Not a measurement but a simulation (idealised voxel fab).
Process module, titled voxel transistor to metal
Cross-section cut: width 265 nm, square cells of 5 nm.
Each cross-section below is a grid of square cells, stated as bands in top-down order, with one or more rows of cells making up each band. Band: top height; bottom height; in nm. Then, left to right: material with width in nm, for each material. "all across": a single material spanning edge to edge. "blank": empty space. Heights are reckoned from 0. Under this level, the received wafer is all of one material. The bottommost band is open-ended downward, for example "0 -> down". A two-number width, for instance "30->40", indicates that the width is equal to the first number in the top row of the band and to the second number in the bottom row, and that it changes by a constant amount per row of cells. "nothing was modified" (step): cross-section cells unchanged, all of them. The label "Closed void list" introduces a list of the empty spaces, 8 cells or larger, that have no open way up to the top; each entry in it reads width x height at distance, where the distance is taken from the left edge and all three are stated in nm. The remark found on a step's line after its settings is issued by the simulator itself and pertains to that step. Each step line may optionally specify "overlay nm", which for a step with a mask gives the rightward distance between the mask's planned place and where it lay, a negative value indicating the leftward direction. Guide to the pairs. Each holds a before and an after cross-section around one process step; the after cross-section is cut off at the lowest band that changed. Look under the pair for the step between them and its settings. Pairs can come from different runs of this module on the same starting wafer, so a pair follows on from the one above it only where its entry headed "Pre-step profile" says it does.

Pre-step profile:
	115 -> 100 | 25 of lowk  20 of blank  105 of lowk  20 of blank  95 of lowk
	100 -> 90 | 25 of lowk  15 of blank  110 of lowk  15 of blank  100 of lowk
	90 -> 85 | 25 of SiCN  15 of blank  110 of SiCN  15 of blank  100 of SiCN
	85 -> 65 | 25 of lowk  5 of TiN  10 of Ru  5 of TiN  50 of lowk  5 of TiN  10 of Ru  5 of TiN  35 of lowk  5 of TiN  10 of Ru  5 of TiN  50 of lowk  5 of TiN  10 of Ru  5 of TiN  25 of lowk
	65 -> 60 | 25 of SiN  20 of TiN  50 of SiN  20 of TiN  35 of SiN  20 of TiN  50 of SiN  20 of TiN  25 of SiN
	60 -> 45 | 25 of SiO2  5 of TiN  10 of Ru  5 of TiN  50 of SiO2  5 of TiN  10 of Ru  5 of TiN  35 of SiO2  5 of TiN  10 of Ru  5 of TiN  50 of SiO2  5 of TiN  10 of Ru  5 of TiN  25 of SiO2
	45 -> 30 | 25 of SiO2  5 of TiN  10 of Ru  5 of TiN  5 of SiO2  10 of SiN  20 of SiCN  10 of SiN  5 of SiO2  5 of TiN  10 of Ru  5 of TiN  35 of SiO2  5 of TiN  10 of Ru  5 of TiN  5 of SiO2  10 of SiN  20 of SiCN  10 of SiN  5 of SiO2  5 of TiN  10 of Ru  5 of TiN  25 of SiO2
	30 -> 15 | 25 of SiO2  5 of TiN  10 of Ru  5 of TiN  5 of SiO2  10 of SiN  20 of polySi  10 of SiN  5 of SiO2  5 of TiN  10 of Ru  5 of TiN  35 of SiO2  5 of TiN  10 of Ru  5 of TiN  5 of SiO2  10 of SiN  20 of polySi  10 of SiN  5 of SiO2  5 of TiN  10 of Ru  5 of TiN  25 of SiO2
	15 -> 10 | 25 of SiO2  20 of TiN  5 of SiO2  10 of SiN  20 of polySi  10 of SiN  5 of SiO2  20 of TiN  35 of SiO2  20 of TiN  5 of SiO2  10 of SiN  20 of polySi  10 of SiN  5 of SiO2  20 of TiN  25 of SiO2
	10 -> 0 | 25 of SiO2  10 of TiN  15 of SiGe  10 of SiN  20 of polySi  10 of SiN  15 of SiGe  10 of TiN  35 of SiO2  10 of TiN  15 of SiGe  10 of SiN  20 of polySi  10 of SiN  15 of SiGe  10 of TiN  25 of SiO2
	0 -> -5 | 20 of SiO2  30 of SiGe  40 of SiO2  30 of SiGe  25 of SiO2  30 of SiGe  40 of SiO2  30 of SiGe  20 of SiO2
	-5 -> -15 | 25 of SiO2  25 of SiGe  40 of Si  25 of SiGe  35 of SiO2  25 of SiGe  40 of Si  25 of SiGe  25 of SiO2
	-15 -> -30 | 25 of SiO2  90 of Si  35 of SiO2  90 of Si  25 of SiO2
	-30 -> down | Si all across
	Closed void list: none

Post-Step Cross-Section:
	120 -> 115 | 30 of TiN  10 of blank  115 of TiN  10 of blank  100 of TiN
	115 -> 105 | 25 of lowk  5 of TiN  10 of blank  5 of TiN  105 of lowk  5 of TiN  10 of blank  5 of TiN  95 of lowk
	105 -> 100 | 25 of lowk  5 of TiN  5 of blank  10 of TiN  105 of lowk  5 of TiN  5 of blank  10 of TiN  95 of lowk
	100 -> 90 | 25 of lowk  5 of TiN  5 of blank  5 of TiN  110 of lowk  5 of TiN  5 of blank  5 of TiN  100 of lowk
	90 -> 85 | 25 of SiCN  15 of TiN  110 of SiCN  15 of TiN  100 of SiCN
	Lower than 85, everything is as it was.
	Closed void list: none
The two cross-sections above are separated by a single process step, namely CONFORMAL_DEP (material TiN; thk nm 5)

Pre-step profile: This step starts from the configuration shown after the step in the pair immediately above.

Post-Step Cross-Section:
	130 -> 120 | Ru all across
	120 -> 115 | 30 of TiN  10 of Ru  115 of TiN  10 of Ru  100 of TiN
	115 -> 105 | 25 of lowk  5 of TiN  10 of Ru  5 of TiN  105 of lowk  5 of TiN  10 of Ru  5 of TiN  95 of lowk
	105 -> 100 | 25 of lowk  5 of TiN  5 of Ru  10 of TiN  105 of lowk  5 of TiN  5 of Ru  10 of TiN  95 of lowk
	100 -> 90 | 25 of lowk  5 of TiN  5 of Ru  5 of TiN  110 of lowk  5 of TiN  5 of Ru  5 of TiN  100 of lowk
	Lower than 90, everything is as it was.
	Closed void list: none
The two cross-sections above are separated by a single process step, namely FILL_DEP (material Ru; thk nm 10)

Pre-step profile: This step starts from the configuration shown after the step in the pair immediately above.

Post-Step Cross-Section:
	115 -> 105 | 25 of lowk  5 of TiN  10 of Ru  5 of TiN  105 of lowk  5 of TiN  10 of Ru  5 of TiN  95 of lowk
	Lower than 105, everything is as it was.
	Closed void list: none
The two cross-sections above are separated by a single process step, namely CMP (height nm 115)

Pre-step profile: This step starts from the configuration shown after the step in the pair immediately above.

Post-Step Cross-Section:
	120 -> 115 | SiN all across
	Lower than 115, everything is as it was.
	Closed void list: none
The two cross-sections above are separated by a single process step, namely CONFORMAL_DEP (material SiN; thk nm 5)

Pre-step profile:
	130 -> 120 | Ru all across
	120 -> 115 | 30 of TiN  10 of Ru  115 of TiN  10 of Ru  100 of TiN
	115 -> 105 | 25 of lowk  5 of TiN  10 of Ru  5 of TiN  105 of lowk  5 of TiN  10 of Ru  5 of TiN  95 of lowk
	105 -> 100 | 25 of lowk  5 of TiN  5 of Ru  10 of TiN  105 of lowk  5 of TiN  5 of Ru  10 of TiN  95 of lowk
	100 -> 90 | 25 of lowk  5 of TiN  5 of Ru  5 of TiN  110 of lowk  5 of TiN  5 of Ru  5 of TiN  100 of lowk
	90 -> 85 | 25 of SiCN  15 of TiN  110 of SiCN  15 of TiN  100 of SiCN
	85 -> 65 | 25 of lowk  5 of TiN  10 of Ru  5 of TiN  50 of lowk  5 of TiN  10 of Ru  5 of TiN  35 of lowk  5 of TiN  10 of Ru  5 of TiN  50 of lowk  5 of TiN  10 of Ru  5 of TiN  25 of lowk
	65 -> 60 | 25 of SiN  20 of TiN  50 of SiN  20 of TiN  35 of SiN  20 of TiN  50 of SiN  20 of TiN  25 of SiN
	60 -> 45 | 25 of SiO2  5 of TiN  10 of Ru  5 of TiN  50 of SiO2  5 of TiN  10 of Ru  5 of TiN  35 of SiO2  5 of TiN  10 of Ru  5 of TiN  50 of SiO2  5 of TiN  10 of Ru  5 of TiN  25 of SiO2
	45 -> 30 | 25 of SiO2  5 of TiN  10 of Ru  5 of TiN  5 of SiO2  10 of SiN  20 of SiCN  10 of SiN  5 of SiO2  5 of TiN  10 of Ru  5 of TiN  35 of SiO2  5 of TiN  10 of Ru  5 of TiN  5 of SiO2  10 of SiN  20 of SiCN  10 of SiN  5 of SiO2  5 of TiN  10 of Ru  5 of TiN  25 of SiO2
	30 -> 15 | 25 of SiO2  5 of TiN  10 of Ru  5 of TiN  5 of SiO2  10 of SiN  20 of polySi  10 of SiN  5 of SiO2  5 of TiN  10 of Ru  5 of TiN  35 of SiO2  5 of TiN  10 of Ru  5 of TiN  5 of SiO2  10 of SiN  20 of polySi  10 of SiN  5 of SiO2  5 of TiN  10 of Ru  5 of TiN  25 of SiO2
	15 -> 10 | 25 of SiO2  20 of TiN  5 of SiO2  10 of SiN  20 of polySi  10 of SiN  5 of SiO2  20 of TiN  35 of SiO2  20 of TiN  5 of SiO2  10 of SiN  20 of polySi  10 of SiN  5 of SiO2  20 of TiN  25 of SiO2
	10 -> 0 | 25 of SiO2  10 of TiN  15 of SiGe  10 of SiN  20 of polySi  10 of SiN  15 of SiGe  10 of TiN  35 of SiO2  10 of TiN  15 of SiGe  10 of SiN  20 of polySi  10 of SiN  15 of SiGe  10 of TiN  25 of SiO2
	0 -> -5 | 20 of SiO2  30 of SiGe  40 of SiO2  30 of SiGe  25 of SiO2  30 of SiGe  40 of SiO2  30 of SiGe  20 of SiO2
	-5 -> -15 | 25 of SiO2  25 of SiGe  40 of Si  25 of SiGe  35 of SiO2  25 of SiGe  40 of Si  25 of SiGe  25 of SiO2
	-15 -> -30 | 25 of SiO2  90 of Si  35 of SiO2  90 of Si  25 of SiO2
	-30 -> down | Si all across
	Closed void list: none

Post-Step Cross-Section:
	135 -> 130 | SiN all across
	Lower than 130, everything is as it was.
	Closed void list: none
The two cross-sections above are separated by a single process step, namely CONFORMAL_DEP (material SiN; thk nm 5)

Pre-step profile:
	45 -> 30 | SiCN all across
	30 -> 0 | polySi all across
	0 -> -5 | SiO2 all across
	-5 -> -30 | 25 of SiO2  90 of Si  35 of SiO2  90 of Si  25 of SiO2
	-30 -> down | Si all across
	Closed void list: none

Post-Step Cross-Section:
	60 -> 30 | SiCN all across
	Lower than 30, everything is as it was.
	Closed void list: none
The two cross-sections above are separated by a single process step, namely DIRECTIONAL_DEP (material SiCN; thk nm 15)

Pre-step profile: This step starts from the configuration shown after the step in the pair immediately above.

Post-Step Cross-Section:
	75 -> 60 | aC all across
	Lower than 60, everything is as it was.
	Closed void list: none
The two cross-sections above are separated by a single process step, namely DIRECTIONAL_DEP (material aC; thk nm 15)

Pre-step profile: This step starts from the configuration shown after the step in the pair immediately above.

Post-Step Cross-Section:
	105 -> 75 | 60 of blank  20 of resist  105 of blank  20 of resist  60 of blank
	Lower than 75, everything is as it was.
	Closed void list: none
The two cross-sections above are separated by a single process step, namely PATTERN (tone cover; mask id GATE; material resist; width nm 20; pitch nm 125; thk nm 30; overlay nm 0)

Pre-step profile: This step starts from the configuration shown after the step in the pair immediately above.

Post-Step Cross-Section:
	90 -> 75 | 60 of blank  20 of resist  105 of blank  20 of resist  60 of blank
	75 -> 60 | 60 of blank  20 of aC  105 of blank  20 of aC  60 of blank
	Lower than 60, everything is as it was.
	Closed void list: none
The two cross-sections above are separated by a single process step, namely DIRECTIONAL_ETCH (etch materials aC; depth nm 15)

Pre-step profile: This step starts from the configuration shown after the step in the pair immediately above.

Post-Step Cross-Section:
	75 -> 60 | 60 of blank  20 of aC  105 of blank  20 of aC  60 of blank
	Lower than 60, everything is as it was.
	Closed void list: none
The two cross-sections above are separated by a single process step, namely STRIP (etch materials resist)

Pre-step profile: This step starts from the configuration shown after the step in the pair immediately above.

Post-Step Cross-Section:
	75 -> 60 | 60 of blank  20 of aC  105 of blank  20 of aC  60 of blank
	60 -> 35 | 60 of blank  20 of SiCN  105 of blank  20 of SiCN  60 of blank
	Lower than 35, everything is as it was.
	Closed void list: none
The two cross-sections above are separated by a single process step, namely DIRECTIONAL_ETCH (etch materials SiCN; depth nm 25)

Pre-step profile: This step starts from the configuration shown after the step in the pair immediately above.

Post-Step Cross-Section:
	60 -> 35 | 60 of blank  20 of SiCN  105 of blank  20 of SiCN  60 of blank
	Lower than 35, everything is as it was.
	Closed void list: none
The two cross-sections above are separated by a single process step, namely STRIP (etch materials aC)

Pre-step profile: This step starts from the configuration shown after the step in the pair immediately above.

Post-Step Cross-Section:
	70 -> 60 | 50 of blank  40 of SiN  85 of blank  40 of SiN  50 of blank
	60 -> 45 | 50 of blank  10 of SiN  20 of SiCN  10 of SiN  85 of blank  10 of SiN  20 of SiCN  10 of SiN  50 of blank
	45 -> 35 | 60 of SiN  20 of SiCN  105 of SiN  20 of SiCN  60 of SiN
	Lower than 35, everything is as it was.
	Closed void list: none
The two cross-sections above are separated by a single process step, namely CONFORMAL_DEP (material SiN; thk nm 10)

Pre-step profile: This step starts from the configuration shown after the step in the pair immediately above.

Post-Step Cross-Section:
	60 -> 35 | 50 of blank  10 of SiN  20 of SiCN  10 of SiN  85 of blank  10 of SiN  20 of SiCN  10 of SiN  50 of blank
	Lower than 35, everything is as it was.
	Closed void list: none
The two cross-sections above are separated by a single process step, namely DIRECTIONAL_ETCH (etch materials SiN; depth nm 10)

Pre-step profile: This step starts from the configuration shown after the step in the pair immediately above.

Post-Step Cross-Section:
	65 -> 60 | SiO2 all across
	60 -> 35 | 50 of SiO2  10 of SiN  20 of SiCN  10 of SiN  85 of SiO2  10 of SiN  20 of SiCN  10 of SiN  50 of SiO2
	Lower than 35, everything is as it was.
	Closed void list: none
The two cross-sections above are separated by a single process step, namely FILL_DEP (material SiO2; thk nm 5)

Pre-step profile: This step starts from the configuration shown after the step in the pair immediately above.

Post-Step Cross-Section:
	45 -> 35 | 50 of SiO2  10 of SiN  20 of SiCN  10 of SiN  85 of SiO2  10 of SiN  20 of SiCN  10 of SiN  50 of SiO2
	Lower than 35, everything is as it was.
	Closed void list: none
The two cross-sections above are separated by a single process step, namely CMP (height nm 45)

Pre-step profile: This step starts from the configuration shown after the step in the pair immediately above.

Post-Step Cross-Section:
	60 -> 45 | SiO2 all across
	Lower than 45, everything is as it was.
	Closed void list: none
The two cross-sections above are separated by a single process step, namely DIRECTIONAL_DEP (material SiO2; thk nm 15)

Pre-step profile: This step starts from the configuration shown after the step in the pair immediately above.

Post-Step Cross-Section:
	75 -> 60 | aC all across
	Lower than 60, everything is as it was.
	Closed void list: none
The two cross-sections above are separated by a single process step, namely DIRECTIONAL_DEP (material aC; thk nm 15)

Pre-step profile: This step starts from the configuration shown after the step in the pair immediately above.

Post-Step Cross-Section:
	110 -> 75 | 25 of resist  20 of blank  50 of resist  20 of blank  35 of resist  20 of blank  50 of resist  20 of blank  25 of resist
	Lower than 75, everything is as it was.
	Closed void list: none
The two cross-sections above are separated by a single process step, namely PATTERN (tone open; mask id CONTACT; material resist; width nm 20; thk nm 35; overlay nm 0)

Pre-step profile: This step starts from the configuration shown after the step in the pair immediately above.

Post-Step Cross-Section:
	95 -> 75 | 25 of resist  20 of blank  50 of resist  20 of blank  35 of resist  20 of blank  50 of resist  20 of blank  25 of resist
	75 -> 60 | 25 of aC  20 of blank  50 of aC  20 of blank  35 of aC  20 of blank  50 of aC  20 of blank  25 of aC
	Lower than 60, everything is as it was.
	Closed void list: none
The two cross-sections above are separated by a single process step, namely DIRECTIONAL_ETCH (etch materials aC; depth nm 15)

Pre-step profile: This step starts from the configuration shown after the step in the pair immediately above.

Post-Step Cross-Section:
	75 -> 60 | 25 of aC  20 of blank  50 of aC  20 of blank  35 of aC  20 of blank  50 of aC  20 of blank  25 of aC
	Lower than 60, everything is as it was.
	Closed void list: none
The two cross-sections above are separated by a single process step, namely STRIP (etch materials resist)

Pre-step profile: This step starts from the configuration shown after the step in the pair immediately above.

Post-Step Cross-Section:
	75 -> 60 | 25 of aC  20 of blank  50 of aC  20 of blank  35 of aC  20 of blank  50 of aC  20 of blank  25 of aC
	60 -> 45 | 25 of SiO2  20 of blank  50 of SiO2  20 of blank  35 of SiO2  20 of blank  50 of SiO2  20 of blank  25 of SiO2
	45 -> 35 | 25 of SiO2  20 of blank  5 of SiO2  10 of SiN  20 of SiCN  10 of SiN  5 of SiO2  20 of blank  35 of SiO2  20 of blank  5 of SiO2  10 of SiN  20 of SiCN  10 of SiN  5 of SiO2  20 of blank  25 of SiO2
	Lower than 35, everything is as it was.
	Closed void list: none
The two cross-sections above are separated by a single process step, namely DIRECTIONAL_ETCH (etch materials SiO2; depth nm 60)

Pre-step profile: This step starts from the configuration shown after the step in the pair immediately above.

Post-Step Cross-Section:
	60 -> 45 | 25 of SiO2  20 of blank  50 of SiO2  20 of blank  35 of SiO2  20 of blank  50 of SiO2  20 of blank  25 of SiO2
	Lower than 45, everything is as it was.
	Closed void list: none
The two cross-sections above are separated by a single process step, namely STRIP (etch materials aC)

Pre-step profile: This step starts from the configuration shown after the step in the pair immediately above.

Post-Step Cross-Section:
	65 -> 60 | 30 of TiN  10 of blank  60 of TiN  10 of blank  45 of TiN  10 of blank  60 of TiN  10 of blank  30 of TiN
	60 -> 45 | 25 of SiO2  5 of TiN  10 of blank  5 of TiN  50 of SiO2  5 of TiN  10 of blank  5 of TiN  35 of SiO2  5 of TiN  10 of blank  5 of TiN  50 of SiO2  5 of TiN  10 of blank  5 of TiN  25 of SiO2
	45 -> 40 | 25 of SiO2  5 of TiN  10 of blank  5 of TiN  5 of SiO2  10 of SiN  20 of SiCN  10 of SiN  5 of SiO2  5 of TiN  10 of blank  5 of TiN  35 of SiO2  5 of TiN  10 of blank  5 of TiN  5 of SiO2  10 of SiN  20 of SiCN  10 of SiN  5 of SiO2  5 of TiN  10 of blank  5 of TiN  25 of SiO2
	40 -> 35 | 25 of SiO2  20 of TiN  5 of SiO2  10 of SiN  20 of SiCN  10 of SiN  5 of SiO2  20 of TiN  35 of SiO2  20 of TiN  5 of SiO2  10 of SiN  20 of SiCN  10 of SiN  5 of SiO2  20 of TiN  25 of SiO2
	Lower than 35, everything is as it was.
	Closed void list: none
The two cross-sections above are separated by a single process step, namely CONFORMAL_DEP (material TiN; thk nm 5)

Pre-step profile: This step starts from the configuration shown after the step in the pair immediately above.

Post-Step Cross-Section:
	75 -> 65 | Ru all across
	65 -> 60 | 30 of TiN  10 of Ru  60 of TiN  10 of Ru  45 of TiN  10 of Ru  60 of TiN  10 of Ru  30 of TiN
	60 -> 45 | 25 of SiO2  5 of TiN  10 of Ru  5 of TiN  50 of SiO2  5 of TiN  10 of Ru  5 of TiN  35 of SiO2  5 of TiN  10 of Ru  5 of TiN  50 of SiO2  5 of TiN  10 of Ru  5 of TiN  25 of SiO2
	45 -> 40 | 25 of SiO2  5 of TiN  10 of Ru  5 of TiN  5 of SiO2  10 of SiN  20 of SiCN  10 of SiN  5 of SiO2  5 of TiN  10 of Ru  5 of TiN  35 of SiO2  5 of TiN  10 of Ru  5 of TiN  5 of SiO2  10 of SiN  20 of SiCN  10 of SiN  5 of SiO2  5 of TiN  10 of Ru  5 of TiN  25 of SiO2
	Lower than 40, everything is as it was.
	Closed void list: none
The two cross-sections above are separated by a single process step, namely FILL_DEP (material Ru; thk nm 10)

Pre-step profile: This step starts from the configuration shown after the step in the pair immediately above.

Post-Step Cross-Section:
	60 -> 45 | 25 of SiO2  5 of TiN  10 of Ru  5 of TiN  50 of SiO2  5 of TiN  10 of Ru  5 of TiN  35 of SiO2  5 of TiN  10 of Ru  5 of TiN  50 of SiO2  5 of TiN  10 of Ru  5 of TiN  25 of SiO2
	Lower than 45, everything is as it was.
	Closed void list: none
The two cross-sections above are separated by a single process step, namely CMP (height nm 60)

Pre-step profile: This step starts from the configuration shown after the step in the pair immediately above.

Post-Step Cross-Section:
	65 -> 60 | SiN all across
	Lower than 60, everything is as it was.
	Closed void list: none
The two cross-sections above are separated by a single process step, namely CONFORMAL_DEP (material SiN; thk nm 5)

Pre-step profile: This step starts from the configuration shown after the step in the pair immediately above.

Post-Step Cross-Section:
	85 -> 65 | lowk all across
	Lower than 65, everything is as it was.
	Closed void list: none
The two cross-sections above are separated by a single process step, namely DIRECTIONAL_DEP (material lowk; thk nm 20)

Pre-step profile: This step starts from the configuration shown after the step in the pair immediately above.

Post-Step Cross-Section:
	105 -> 85 | 25 of resist  20 of blank  50 of resist  20 of blank  35 of resist  20 of blank  50 of resist  20 of blank  25 of resist
	Lower than 85, everything is as it was.
	Closed void list: none
The two cross-sections above are separated by a single process step, namely PATTERN (tone open; mask id METAL_1; material resist; width nm 20; thk nm 20; overlay nm 0)

Pre-step profile: This step starts from the configuration shown after the step in the pair immediately above.

Post-Step Cross-Section:
	105 -> 85 | 25 of resist  20 of blank  50 of resist  20 of blank  35 of resist  20 of blank  50 of resist  20 of blank  25 of resist
	85 -> 65 | 25 of lowk  20 of blank  50 of lowk  20 of blank  35 of lowk  20 of blank  50 of lowk  20 of blank  25 of lowk
	Lower than 65, everything is as it was.
	Closed void list: none
The two cross-sections above are separated by a single process step, namely DIRECTIONAL_ETCH (etch materials lowk; depth nm 20)

Pre-step profile: This step starts from the configuration shown after the step in the pair immediately above.

Post-Step Cross-Section:
	105 -> 85 | 25 of resist  20 of blank  50 of resist  20 of blank  35 of resist  20 of blank  50 of resist  20 of blank  25 of resist
	85 -> 65 | 25 of lowk  20 of blank  50 of lowk  20 of blank  35 of lowk  20 of blank  50 of lowk  20 of blank  25 of lowk
	65 -> 60 | 25 of SiN  20 of blank  50 of SiN  20 of blank  35 of SiN  20 of blank  50 of SiN  20 of blank  25 of SiN
	Lower than 60, everything is as it was.
	Closed void list: none
The two cross-sections above are separated by a single process step, namely DIRECTIONAL_ETCH (etch materials SiN; depth nm 5)

Pre-step profile: This step starts from the configuration shown after the step in the pair immediately above.

Post-Step Cross-Section:
	85 -> 65 | 25 of lowk  20 of blank  50 of lowk  20 of blank  35 of lowk  20 of blank  50 of lowk  20 of blank  25 of lowk
	Lower than 65, everything is as it was.
	Closed void list: none
The two cross-sections above are separated by a single process step, namely STRIP (etch materials resist)

Pre-step profile: This step starts from the configuration shown after the step in the pair immediately above.

Post-Step Cross-Section:
	90 -> 85 | 30 of TiN  10 of blank  60 of TiN  10 of blank  45 of TiN  10 of blank  60 of TiN  10 of blank  30 of TiN
	85 -> 65 | 25 of lowk  5 of TiN  10 of blank  5 of TiN  50 of lowk  5 of TiN  10 of blank  5 of TiN  35 of lowk  5 of TiN  10 of blank  5 of TiN  50 of lowk  5 of TiN  10 of blank  5 of TiN  25 of lowk
	65 -> 60 | 25 of SiN  20 of TiN  50 of SiN  20 of TiN  35 of SiN  20 of TiN  50 of SiN  20 of TiN  25 of SiN
	Lower than 60, everything is as it was.
	Closed void list: none
The two cross-sections above are separated by a single process step, namely CONFORMAL_DEP (material TiN; thk nm 5)

Pre-step profile: This step starts from the configuration shown after the step in the pair immediately above.

Post-Step Cross-Section:
	95 -> 90 | Ru all across
	90 -> 85 | 30 of TiN  10 of Ru  60 of TiN  10 of Ru  45 of TiN  10 of Ru  60 of TiN  10 of Ru  30 of TiN
	85 -> 65 | 25 of lowk  5 of TiN  10 of Ru  5 of TiN  50 of lowk  5 of TiN  10 of Ru  5 of TiN  35 of lowk  5 of TiN  10 of Ru  5 of TiN  50 of lowk  5 of TiN  10 of Ru  5 of TiN  25 of lowk
	Lower than 65, everything is as it was.
	Closed void list: none
The two cross-sections above are separated by a single process step, namely FILL_DEP (material Ru; thk nm 5)

Pre-step profile: This step starts from the configuration shown after the step in the pair immediately above.

Post-Step Cross-Section:
	85 -> 65 | 25 of lowk  5 of TiN  10 of Ru  5 of TiN  50 of lowk  5 of TiN  10 of Ru  5 of TiN  35 of lowk  5 of TiN  10 of Ru  5 of TiN  50 of lowk  5 of TiN  10 of Ru  5 of TiN  25 of lowk
	Lower than 65, everything is as it was.
	Closed void list: none
The two cross-sections above are separated by a single process step, namely CMP (height nm 85)

Pre-step profile: This step starts from the configuration shown after the step in the pair immediately above.

Post-Step Cross-Section:
	90 -> 85 | SiCN all across
	Lower than 85, everything is as it was.
	Closed void list: none
The two cross-sections above are separated by a single process step, namely CONFORMAL_DEP (material SiCN; thk nm 5)

Pre-step profile: This step starts from the configuration shown after the step in the pair immediately above.

Post-Step Cross-Section:
	115 -> 90 | lowk all across
	Lower than 90, everything is as it was.
	Closed void list: none
The two cross-sections above are separated by a single process step, namely DIRECTIONAL_DEP (material lowk; thk nm 25)

Pre-step profile: This step starts from the configuration shown after the step in the pair immediately above.

Post-Step Cross-Section:
	130 -> 115 | aC all across
	Lower than 115, everything is as it was.
	Closed void list: none
The two cross-sections above are separated by a single process step, namely DIRECTIONAL_DEP (material aC; thk nm 15)

Pre-step profile: This step starts from the configuration shown after the step in the pair immediately above.

Post-Step Cross-Section:
	165 -> 130 | 25 of resist  15 of blank  110 of resist  15 of blank  100 of resist
	Lower than 130, everything is as it was.
	Closed void list: none
The two cross-sections above are separated by a single process step, namely PATTERN (tone open; mask id METAL_2_HOLES; material resist; width nm 15; pitch nm 125; thk nm 35; overlay nm 0)

Pre-step profile: This step starts from the configuration shown after the step in the pair immediately above.

Post-Step Cross-Section:
	150 -> 130 | 25 of resist  15 of blank  110 of resist  15 of blank  100 of resist
	130 -> 115 | 25 of aC  15 of blank  110 of aC  15 of blank  100 of aC
	Lower than 115, everything is as it was.
	Closed void list: none
The two cross-sections above are separated by a single process step, namely DIRECTIONAL_ETCH (etch materials aC; depth nm 15)

Pre-step profile: This step starts from the configuration shown after the step in the pair immediately above.

Post-Step Cross-Section:
	130 -> 115 | 25 of aC  15 of blank  110 of aC  15 of blank  100 of aC
	Lower than 115, everything is as it was.
	Closed void list: none
The two cross-sections above are separated by a single process step, namely STRIP (etch materials resist)

Pre-step profile: This step starts from the configuration shown after the step in the pair immediately above.

Post-Step Cross-Section:
	130 -> 115 | 25 of aC  15 of blank  110 of aC  15 of blank  100 of aC
	115 -> 90 | 25 of lowk  15 of blank  110 of lowk  15 of blank  100 of lowk
	Lower than 90, everything is as it was.
	Closed void list: none
The two cross-sections above are separated by a single process step, namely DIRECTIONAL_ETCH (etch materials lowk; depth nm 25)

Pre-step profile: This step starts from the configuration shown after the step in the pair immediately above.

Post-Step Cross-Section:
	115 -> 90 | 25 of lowk  15 of blank  110 of lowk  15 of blank  100 of lowk
	Lower than 90, everything is as it was.
	Closed void list: none
The two cross-sections above are separated by a single process step, namely STRIP (etch materials aC)

Pre-step profile: This step starts from the configuration shown after the step in the pair immediately above.

Post-Step Cross-Section:
	135 -> 115 | 25 of resist  20 of blank  105 of resist  20 of blank  95 of resist
	Lower than 115, everything is as it was.
	Closed void list: none
The two cross-sections above are separated by a single process step, namely PATTERN (tone open; mask id METAL_2; material resist; width nm 20; pitch nm 125; thk nm 20; overlay nm 0)

Pre-step profile: This step starts from the configuration shown after the step in the pair immediately above.

Post-Step Cross-Section:
	135 -> 115 | 25 of resist  20 of blank  105 of resist  20 of blank  95 of resist
	115 -> 100 | 25 of lowk  20 of blank  105 of lowk  20 of blank  95 of lowk
	Lower than 100, everything is as it was.
	Closed void list: none
The two cross-sections above are separated by a single process step, namely DIRECTIONAL_ETCH (etch materials lowk; depth nm 15)

Pre-step profile: This step starts from the configuration shown after the step in the pair immediately above.

Post-Step Cross-Section:
	135 -> 115 | 25 of resist  20 of blank  105 of resist  20 of blank  95 of resist
	115 -> 100 | 25 of lowk  20 of blank  105 of lowk  20 of blank  95 of lowk
	100 -> 90 | 25 of lowk  15 of blank  110 of lowk  15 of blank  100 of lowk
	90 -> 85 | 25 of SiCN  15 of blank  110 of SiCN  15 of blank  100 of SiCN
	Lower than 85, everything is as it was.
	Closed void list: none
The two cross-sections above are separated by a single process step, namely DIRECTIONAL_ETCH (etch materials SiCN; depth nm 5)

Pre-step profile: This step starts from the configuration shown after the step in the pair immediately above.

Post-Step Cross-Section:
	115 -> 100 | 25 of lowk  20 of blank  105 of lowk  20 of blank  95 of lowk
	Lower than 100, everything is as it was.
	Closed void list: none
The two cross-sections above are separated by a single process step, namely STRIP (etch materials resist)

Pre-step profile: This step starts from the configuration shown after the step in the pair immediately above.

Post-Step Cross-Section:
	120 -> 115 | 30 of TiN  10 of blank  115 of TiN  10 of blank  100 of TiN
	115 -> 105 | 25 of lowk  5 of TiN  10 of blank  5 of TiN  105 of lowk  5 of TiN  10 of blank  5 of TiN  95 of lowk
	105 -> 100 | 25 of lowk  5 of TiN  5 of blank  10 of TiN  105 of lowk  5 of TiN  5 of blank  10 of TiN  95 of lowk
	100 -> 90 | 25 of lowk  5 of TiN  5 of blank  5 of TiN  110 of lowk  5 of TiN  5 of blank  5 of TiN  100 of lowk
	90 -> 85 | 25 of SiCN  15 of TiN  110 of SiCN  15 of TiN  100 of SiCN
	Lower than 85, everything is as it was.
	Closed void list: none
The two cross-sections above are separated by a single process step, namely CONFORMAL_DEP (material TiN; thk nm 5)

Pre-step profile: This step starts from the configuration shown after the step in the pair immediately above.

Post-Step Cross-Section:
	130 -> 120 | Ru all across
	120 -> 115 | 30 of TiN  10 of Ru  115 of TiN  10 of Ru  100 of TiN
	115 -> 105 | 25 of lowk  5 of TiN  10 of Ru  5 of TiN  105 of lowk  5 of TiN  10 of Ru  5 of TiN  95 of lowk
	105 -> 100 | 25 of lowk  5 of TiN  5 of Ru  10 of TiN  105 of lowk  5 of TiN  5 of Ru  10 of TiN  95 of lowk
	100 -> 90 | 25 of lowk  5 of TiN  5 of Ru  5 of TiN  110 of lowk  5 of TiN  5 of Ru  5 of TiN  100 of lowk
	Lower than 90, everything is as it was.
	Closed void list: none
The two cross-sections above are separated by a single process step, namely FILL_DEP (material Ru; thk nm 10)

Pre-step profile: This step starts from the configuration shown after the step in the pair immediately above.

Post-Step Cross-Section:
	115 -> 105 | 25 of lowk  5 of TiN  10 of Ru  5 of TiN  105 of lowk  5 of TiN  10 of Ru  5 of TiN  95 of lowk
	Lower than 105, everything is as it was.
	Closed void list: none
The two cross-sections above are separated by a single process step, namely CMP (height nm 115)

Pre-step profile: This step starts from the configuration shown after the step in the pair immediately above.

Post-Step Cross-Section:
	120 -> 115 | SiN all across
	Lower than 115, everything is as it was.
	Closed void list: none
The two cross-sections above are separated by a single process step, namely CONFORMAL_DEP (material SiN; thk nm 5)
